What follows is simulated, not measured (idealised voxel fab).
Process module under the name voxel capacitor over wiring
Xsec cut, 255 nm wide, square cell size 5 nm.
A cross-section is a grid of square cells, given in bands from the top down. A band is one or more rows of cells.
Per band: top height and bottom height in nm, followed by the left-to-right materials and their widths in nm; "all across" marks a single material spanning edge to edge, "air" marks empty space.
A quick word on heights: they are counted from 0, and under that level the wafer as it came to us is one material throughout. The lowest band is different from the rest in having no bottom; it simply continues downward, written as in "0..down".
Read "30..40" as a graded width: first number on top, second number at the bottom, same change between each pair of neighbouring rows.
A step reported as "stayed the same" is a step in which no cell of the cross-section changed.
Look at "Sealed void inventory" for the closed voids: empty spaces with no open path to the top, sized 8 cells or up. Each is width x height at distance, distance from the left edge, all nm.
Where a step's line continues beyond its settings, the continuation is a remark by the simulator itself on that step.
Each step line may optionally specify "overlay nm", which for a step with a mask gives the rightward distance between the mask's planned place and where it lay, a negative value indicating the leftward direction.

Listed below are the process steps as planned
- 1: RECEIVE,material Si
- 2: CONFORMAL_DEP,material SiO2,thk nm 15
- 3: DIRECTIONAL_DEP,material TiN,thk nm 5
- 4: DIRECTIONAL_DEP,material W,thk nm 20
- 5: MASKED_ETCH,tone cover,mask id METAL_1,width nm 20,pitch nm 85,etch materials W,depth nm 20,overlay nm 0
- 6: MASKED_ETCH,tone cover,mask id METAL_1,width nm 20,pitch nm 85,etch materials TiN,depth nm 5,overlay nm 0
- 7: FILL_DEP,material lowk,thk nm 5
- 8: CMP,height nm 40
- 9: CONFORMAL_DEP,material SiCN,thk nm 5
- 10: DIRECTIONAL_DEP,material lowk,thk nm 10
- 11: DIRECTIONAL_DEP,material aC,thk nm 10
- 12: PATTERN,tone open,mask id PLUG_1,material resist,width nm 15,thk nm 30,overlay nm 0
- 13: DIRECTIONAL_ETCH,etch materials aC,depth nm 10
- 14: STRIP,etch materials resist
- 15: DIRECTIONAL_ETCH,etch materials lowk,depth nm 10
- 16: DIRECTIONAL_ETCH,etch materials SiCN,depth nm 5
- 17: STRIP,etch materials aC
- 18: EPI,material Ru,thk nm 10
- 19: EPI,material Ru,thk nm 5
- 20: DIRECTIONAL_DEP,material TiN,thk nm 10
- 21: DIRECTIONAL_DEP,material Al2O3,thk nm 5
- 22: DIRECTIONAL_DEP,material TiN,thk nm 5
- 23: DIRECTIONAL_DEP,material aC,thk nm 10
- 24: PATTERN,tone cover,mask id UPPER_PLATE,material resist,width nm 70,thk nm 25,overlay nm 0
- 25: DIRECTIONAL_ETCH,etch materials aC,depth nm 10
- 26: STRIP,etch materials resist
- 27: DIRECTIONAL_ETCH,etch materials TiN,depth nm 5
- 28: DIRECTIONAL_ETCH,etch materials Al2O3,depth nm 5
- 29: STRIP,etch materials aC
- 30: DIRECTIONAL_DEP,material aC,thk nm 15
- 31: PATTERN,tone cover,mask id LOWER_PLATE,material resist,width nm 80,thk nm 35,overlay nm 0
- 32: DIRECTIONAL_ETCH,etch materials aC,depth nm 15
- 33: STRIP,etch materials resist
- 34: DIRECTIONAL_ETCH,etch materials TiN,depth nm 10
- 35: STRIP,etch materials aC
- 36: FILL_DEP,material SiO2,thk nm 15
- 37: CMP,height nm 85
- 38: MASKED_ETCH,tone open,mask id PLUG_2,width nm 15,etch materials SiO2,depth nm 10,overlay nm 0
- 39: CONFORMAL_DEP,material TiN,thk nm 5
- 40: FILL_DEP,material W,thk nm 5
- 41: CMP,height nm 85
- 42: CONFORMAL_DEP,material SiN,thk nm 5

First of two wafers, processed according to plan

Cross-sectional view of the wafer in its as-received condition, corresponding to the state after step 1
    0..down  Si all across
    Sealed void inventory: none

So this is the wafer cross-section right after step 2
    15..0  SiO2 all across
    Nothing below the height 0 has changed.

So this is the wafer cross-section right after step 3
    20..15  TiN all across
    Nothing below the height 15 has changed.

So this is the wafer cross-section right after step 4
    40..20  W all across
    Nothing below the height 20 has changed.

So this is the wafer cross-section right after step 5
    40..20  air 75 nm / W 20 nm / air 65 nm / W 20 nm / air 75 nm
    Nothing below the height 20 has changed.

So this is the wafer cross-section right after step 6
    40..20  air 75 nm / W 20 nm / air 65 nm / W 20 nm / air 75 nm
    20..15  air 75 nm / TiN 20 nm / air 65 nm / TiN 20 nm / air 75 nm
    Nothing below the height 15 has changed.

So this is the wafer cross-section right after step 7
    45..40  lowk all across
    40..20  lowk 75 nm / W 20 nm / lowk 65 nm / W 20 nm / lowk 75 nm
    20..15  lowk 75 nm / TiN 20 nm / lowk 65 nm / TiN 20 nm / lowk 75 nm
    Nothing below the height 15 has changed.

So this is the wafer cross-section right after step 8
    40..20  lowk 75 nm / W 20 nm / lowk 65 nm / W 20 nm / lowk 75 nm
    Nothing below the height 20 has changed.

So this is the wafer cross-section right after step 9
    45..40  SiCN all across
    Nothing below the height 40 has changed.

So this is the wafer cross-section right after step 10
    55..45  lowk all across
    Nothing below the height 45 has changed.

So this is the wafer cross-section right after step 11
    65..55  aC all across
    Nothing below the height 55 has changed.

So this is the wafer cross-section right after step 12
    95..65  resist 80 nm / air 15 nm / resist 160 nm
    Nothing below the height 65 has changed.

So this is the wafer cross-section right after step 13
    85..65  resist 80 nm / air 15 nm / resist 160 nm
    65..55  aC 80 nm / air 15 nm / aC 160 nm
    Nothing below the height 55 has changed.

So this is the wafer cross-section right after step 14
    65..55  aC 80 nm / air 15 nm / aC 160 nm
    Nothing below the height 55 has changed.

So this is the wafer cross-section right after step 15
    65..55  aC 80 nm / air 15 nm / aC 160 nm
    55..45  lowk 80 nm / air 15 nm / lowk 160 nm
    Nothing below the height 45 has changed.

So this is the wafer cross-section right after step 16
    65..55  aC 80 nm / air 15 nm / aC 160 nm
    55..45  lowk 80 nm / air 15 nm / lowk 160 nm
    45..40  SiCN 80 nm / air 15 nm / SiCN 160 nm
    Nothing below the height 40 has changed.

So this is the wafer cross-section right after step 17
    55..45  lowk 80 nm / air 15 nm / lowk 160 nm
    Nothing below the height 45 has changed.

So this is the wafer cross-section right after step 18
    55..50  lowk 80 nm / air 15 nm / lowk 160 nm
    50..45  lowk 80 nm / Ru 15 nm / lowk 160 nm
    45..40  SiCN 80 nm / Ru 15 nm / SiCN 160 nm
    Nothing below the height 40 has changed.

So this is the wafer cross-section right after step 19
    55..45  lowk 80 nm / Ru 15 nm / lowk 160 nm
    Nothing below the height 45 has changed.

So this is the wafer cross-section right after step 20
    65..55  TiN all across
    Nothing below the height 55 has changed.

So this is the wafer cross-section right after step 21
    70..65  Al2O3 all across
    Nothing below the height 65 has changed.

So this is the wafer cross-section right after step 22
    75..70  TiN all across
    Nothing below the height 70 has changed.

So this is the wafer cross-section right after step 23
    85..75  aC all across
    Nothing below the height 75 has changed.

So this is the wafer cross-section right after step 24
    110..85  air 80 nm / resist 70 nm / air 105 nm
    Nothing below the height 85 has changed.

So this is the wafer cross-section right after step 25
    100..85  air 80 nm / resist 70 nm / air 105 nm
    85..75  air 80 nm / aC 70 nm / air 105 nm
    Nothing below the height 75 has changed.

So this is the wafer cross-section right after step 26
    85..75  air 80 nm / aC 70 nm / air 105 nm
    Nothing below the height 75 has changed.

So this is the wafer cross-section right after step 27
    85..75  air 80 nm / aC 70 nm / air 105 nm
    75..70  air 80 nm / TiN 70 nm / air 105 nm
    Nothing below the height 70 has changed.

So this is the wafer cross-section right after step 28
    85..75  air 80 nm / aC 70 nm / air 105 nm
    75..70  air 80 nm / TiN 70 nm / air 105 nm
    70..65  air 80 nm / Al2O3 70 nm / air 105 nm
    Nothing below the height 65 has changed.

So this is the wafer cross-section right after step 29
    75..70  air 80 nm / TiN 70 nm / air 105 nm
    Nothing below the height 70 has changed.

So this is the wafer cross-section right after step 30
    90..80  air 80 nm / aC 70 nm / air 105 nm
    80..75  aC all across
    75..70  aC 80 nm / TiN 70 nm / aC 105 nm
    70..65  aC 80 nm / Al2O3 70 nm / aC 105 nm
    Nothing below the height 65 has changed.

So this is the wafer cross-section right after step 31
    125..90  air 75 nm / resist 80 nm / air 100 nm
    90..80  air 75 nm / resist 5 nm / aC 70 nm / resist 5 nm / air 100 nm
    Nothing below the height 80 has changed.

So this is the wafer cross-section right after step 32
    110..90  air 75 nm / resist 80 nm / air 100 nm
    90..80  air 75 nm / resist 5 nm / aC 70 nm / resist 5 nm / air 100 nm
    80..75  air 75 nm / aC 80 nm / air 100 nm
    75..70  air 75 nm / aC 5 nm / TiN 70 nm / aC 5 nm / air 100 nm
    70..65  air 75 nm / aC 5 nm / Al2O3 70 nm / aC 5 nm / air 100 nm
    Nothing below the height 65 has changed.

So this is the wafer cross-section right after step 33
    90..80  air 80 nm / aC 70 nm / air 105 nm
    Nothing below the height 80 has changed.

So this is the wafer cross-section right after step 34
    90..80  air 80 nm / aC 70 nm / air 105 nm
    80..75  air 75 nm / aC 80 nm / air 100 nm
    75..70  air 75 nm / aC 5 nm / TiN 70 nm / aC 5 nm / air 100 nm
    70..65  air 75 nm / aC 5 nm / Al2O3 70 nm / aC 5 nm / air 100 nm
    65..55  air 75 nm / TiN 80 nm / air 100 nm
    Nothing below the height 55 has changed.

So this is the wafer cross-section right after step 35
    75..70  air 80 nm / TiN 70 nm / air 105 nm
    70..65  air 80 nm / Al2O3 70 nm / air 105 nm
    Nothing below the height 65 has changed.

So this is the wafer cross-section right after step 36
    90..75  SiO2 all across
    75..70  SiO2 80 nm / TiN 70 nm / SiO2 105 nm
    70..65  SiO2 80 nm / Al2O3 70 nm / SiO2 105 nm
    65..55  SiO2 75 nm / TiN 80 nm / SiO2 100 nm
    Nothing below the height 55 has changed.

So this is the wafer cross-section right after step 37
    85..75  SiO2 all across
    Nothing below the height 75 has changed.

So this is the wafer cross-section right after step 38
    85..75  SiO2 90 nm / air 15 nm / SiO2 150 nm
    Nothing below the height 75 has changed.

So this is the wafer cross-section right after step 39
    90..85  TiN 95 nm / air 5 nm / TiN 155 nm
    85..80  SiO2 90 nm / TiN 5 nm / air 5 nm / TiN 5 nm / SiO2 150 nm
    80..70  SiO2 90..80 nm / TiN 15..70 nm / SiO2 150..105 nm
    Nothing below the height 70 has changed.

So this is the wafer cross-section right after step 40
    95..90  W all across
    90..85  TiN 95 nm / W 5 nm / TiN 155 nm
    85..80  SiO2 90 nm / TiN 5 nm / W 5 nm / TiN 5 nm / SiO2 150 nm
    Nothing below the height 80 has changed.

So this is the wafer cross-section right after step 41
    85..80  SiO2 90 nm / TiN 5 nm / W 5 nm / TiN 5 nm / SiO2 150 nm
    Nothing below the height 80 has changed.

So this is the wafer cross-section right after step 42
    90..85  SiN all across
    Nothing below the height 85 has changed.

Second wafer: like start, like plan, one mistake. Through step 4 it matches the first wafer

Second wafer, sectioned view, at step 5's planned end time
    40..20  air 80 nm / W 15 nm / air 70 nm / W 15 nm / air 75 nm
    Nothing below the height 20 has changed.

Second wafer, sectioned view, at step 6's planned end time
    40..20  air 80 nm / W 15 nm / air 70 nm / W 15 nm / air 75 nm
    20..15  air 75 nm / TiN 20 nm / air 65 nm / TiN 20 nm / air 75 nm
    Nothing below the height 15 has changed.

Second wafer, sectioned view, at step 7's planned end time
    45..40  lowk all across
    40..20  lowk 80 nm / W 15 nm / lowk 70 nm / W 15 nm / lowk 75 nm
    20..15  lowk 75 nm / TiN 20 nm / lowk 65 nm / TiN 20 nm / lowk 75 nm
    Nothing below the height 15 has changed.

Second wafer, sectioned view, at step 8's planned end time
    40..20  lowk 80 nm / W 15 nm / lowk 70 nm / W 15 nm / lowk 75 nm
    Nothing below the height 20 has changed.

Second wafer, sectioned view, at step 9's planned end time
    45..40  SiCN all across
    Nothing below the height 40 has changed.

Second wafer, sectioned view, at step 10's planned end time
    55..45  lowk all across
    Nothing below the height 45 has changed.

Second wafer, sectioned view, at step 11's planned end time
    65..55  aC all across
    Nothing below the height 55 has changed.

Second wafer, sectioned view, at step 12's planned end time
    95..65  resist 80 nm / air 15 nm / resist 160 nm
    Nothing below the height 65 has changed.

Second wafer, sectioned view, at step 13's planned end time
    85..65  resist 80 nm / air 15 nm / resist 160 nm
    65..55  aC 80 nm / air 15 nm / aC 160 nm
    Nothing below the height 55 has changed.

Second wafer, sectioned view, at step 14's planned end time
    65..55  aC 80 nm / air 15 nm / aC 160 nm
    Nothing below the height 55 has changed.

Second wafer, sectioned view, at step 15's planned end time
    65..55  aC 80 nm / air 15 nm / aC 160 nm
    55..45  lowk 80 nm / air 15 nm / lowk 160 nm
    Nothing below the height 45 has changed.

Second wafer, sectioned view, at step 16's planned end time
    65..55  aC 80 nm / air 15 nm / aC 160 nm
    55..45  lowk 80 nm / air 15 nm / lowk 160 nm
    45..40  SiCN 80 nm / air 15 nm / SiCN 160 nm
    Nothing below the height 40 has changed.

Second wafer, sectioned view, at step 17's planned end time
    55..45  lowk 80 nm / air 15 nm / lowk 160 nm
    Nothing below the height 45 has changed.

Second wafer, sectioned view, at step 18's planned end time
    55..50  lowk 80 nm / air 15 nm / lowk 160 nm
    50..45  lowk 80 nm / Ru 15 nm / lowk 160 nm
    45..40  SiCN 80 nm / Ru 15 nm / SiCN 160 nm
    Nothing below the height 40 has changed.

Second wafer, sectioned view, at step 19's planned end time
    55..45  lowk 80 nm / Ru 15 nm / lowk 160 nm
    Nothing below the height 45 has changed.

Second wafer, sectioned view, at step 20's planned end time
    65..55  TiN all across
    Nothing below the height 55 has changed.

Second wafer, sectioned view, at step 21's planned end time
    70..65  Al2O3 all across
    Nothing below the height 65 has changed.

Second wafer, sectioned view, at step 22's planned end time
    75..70  TiN all across
    Nothing below the height 70 has changed.

Second wafer, sectioned view, at step 23's planned end time
    85..75  aC all across
    Nothing below the height 75 has changed.

Second wafer, sectioned view, at step 24's planned end time
    110..85  air 80 nm / resist 70 nm / air 105 nm
    Nothing below the height 85 has changed.

Second wafer, sectioned view, at step 25's planned end time
    100..85  air 80 nm / resist 70 nm / air 105 nm
    85..75  air 80 nm / aC 70 nm / air 105 nm
    Nothing below the height 75 has changed.

Second wafer, sectioned view, at step 26's planned end time
    85..75  air 80 nm / aC 70 nm / air 105 nm
    Nothing below the height 75 has changed.

Second wafer, sectioned view, at step 27's planned end time
    85..75  air 80 nm / aC 70 nm / air 105 nm
    75..70  air 80 nm / TiN 70 nm / air 105 nm
    Nothing below the height 70 has changed.

Second wafer, sectioned view, at step 28's planned end time
    85..75  air 80 nm / aC 70 nm / air 105 nm
    75..70  air 80 nm / TiN 70 nm / air 105 nm
    70..65  air 80 nm / Al2O3 70 nm / air 105 nm
    Nothing below the height 65 has changed.

Second wafer, sectioned view, at step 29's planned end time
    75..70  air 80 nm / TiN 70 nm / air 105 nm
    Nothing below the height 70 has changed.

Second wafer, sectioned view, at step 30's planned end time
    90..80  air 80 nm / aC 70 nm / air 105 nm
    80..75  aC all across
    75..70  aC 80 nm / TiN 70 nm / aC 105 nm
    70..65  aC 80 nm / Al2O3 70 nm / aC 105 nm
    Nothing below the height 65 has changed.

Second wafer, sectioned view, at step 31's planned end time
    125..90  air 75 nm / resist 80 nm / air 100 nm
    90..80  air 75 nm / resist 5 nm / aC 70 nm / resist 5 nm / air 100 nm
    Nothing below the height 80 has changed.

Second wafer, sectioned view, at step 32's planned end time
    110..90  air 75 nm / resist 80 nm / air 100 nm
    90..80  air 75 nm / resist 5 nm / aC 70 nm / resist 5 nm / air 100 nm
    80..75  air 75 nm / aC 80 nm / air 100 nm
    75..70  air 75 nm / aC 5 nm / TiN 70 nm / aC 5 nm / air 100 nm
    70..65  air 75 nm / aC 5 nm / Al2O3 70 nm / aC 5 nm / air 100 nm
    Nothing below the height 65 has changed.

Second wafer, sectioned view, at step 33's planned end time
    90..80  air 80 nm / aC 70 nm / air 105 nm
    Nothing below the height 80 has changed.

Second wafer, sectioned view, at step 34's planned end time
    90..80  air 80 nm / aC 70 nm / air 105 nm
    80..75  air 75 nm / aC 80 nm / air 100 nm
    75..70  air 75 nm / aC 5 nm / TiN 70 nm / aC 5 nm / air 100 nm
    70..65  air 75 nm / aC 5 nm / Al2O3 70 nm / aC 5 nm / air 100 nm
    65..55  air 75 nm / TiN 80 nm / air 100 nm
    Nothing below the height 55 has changed.

Second wafer, sectioned view, at step 35's planned end time
    75..70  air 80 nm / TiN 70 nm / air 105 nm
    70..65  air 80 nm / Al2O3 70 nm / air 105 nm
    Nothing below the height 65 has changed.

Second wafer, sectioned view, at step 36's planned end time
    90..75  SiO2 all across
    75..70  SiO2 80 nm / TiN 70 nm / SiO2 105 nm
    70..65  SiO2 80 nm / Al2O3 70 nm / SiO2 105 nm
    65..55  SiO2 75 nm / TiN 80 nm / SiO2 100 nm
    Nothing below the height 55 has changed.

Second wafer, sectioned view, at step 37's planned end time
    85..75  SiO2 all across
    Nothing below the height 75 has changed.

Second wafer, sectioned view, at step 38's planned end time
    85..75  SiO2 90 nm / air 15 nm / SiO2 150 nm
    Nothing below the height 75 has changed.

Second wafer, sectioned view, at step 39's planned end time
    90..85  TiN 95 nm / air 5 nm / TiN 155 nm
    85..80  SiO2 90 nm / TiN 5 nm / air 5 nm / TiN 5 nm / SiO2 150 nm
    80..70  SiO2 90..80 nm / TiN 15..70 nm / SiO2 150..105 nm
    Nothing below the height 70 has changed.

Second wafer, sectioned view, at step 40's planned end time
    95..90  W all across
    90..85  TiN 95 nm / W 5 nm / TiN 155 nm
    85..80  SiO2 90 nm / TiN 5 nm / W 5 nm / TiN 5 nm / SiO2 150 nm
    Nothing below the height 80 has changed.

Second wafer, sectioned view, at step 41's planned end time
    85..80  SiO2 90 nm / TiN 5 nm / W 5 nm / TiN 5 nm / SiO2 150 nm
    Nothing below the height 80 has changed.

Second wafer, sectioned view, at step 42's planned end time
    90..85  SiN all across
    Nothing below the height 85 has changed.
Nonconformance to the process plan: step 5 ran with different settings than intended, the actual operation and settings being MASKED_ETCH,tone cover,mask id METAL_1,width nm 15,pitch nm 85,etch materials W,depth nm 20,overlay nm 0
The final cell counts differ between the wafers, with the second having more or fewer of some materials than the first: 8 fewer of W; 8 more of lowk
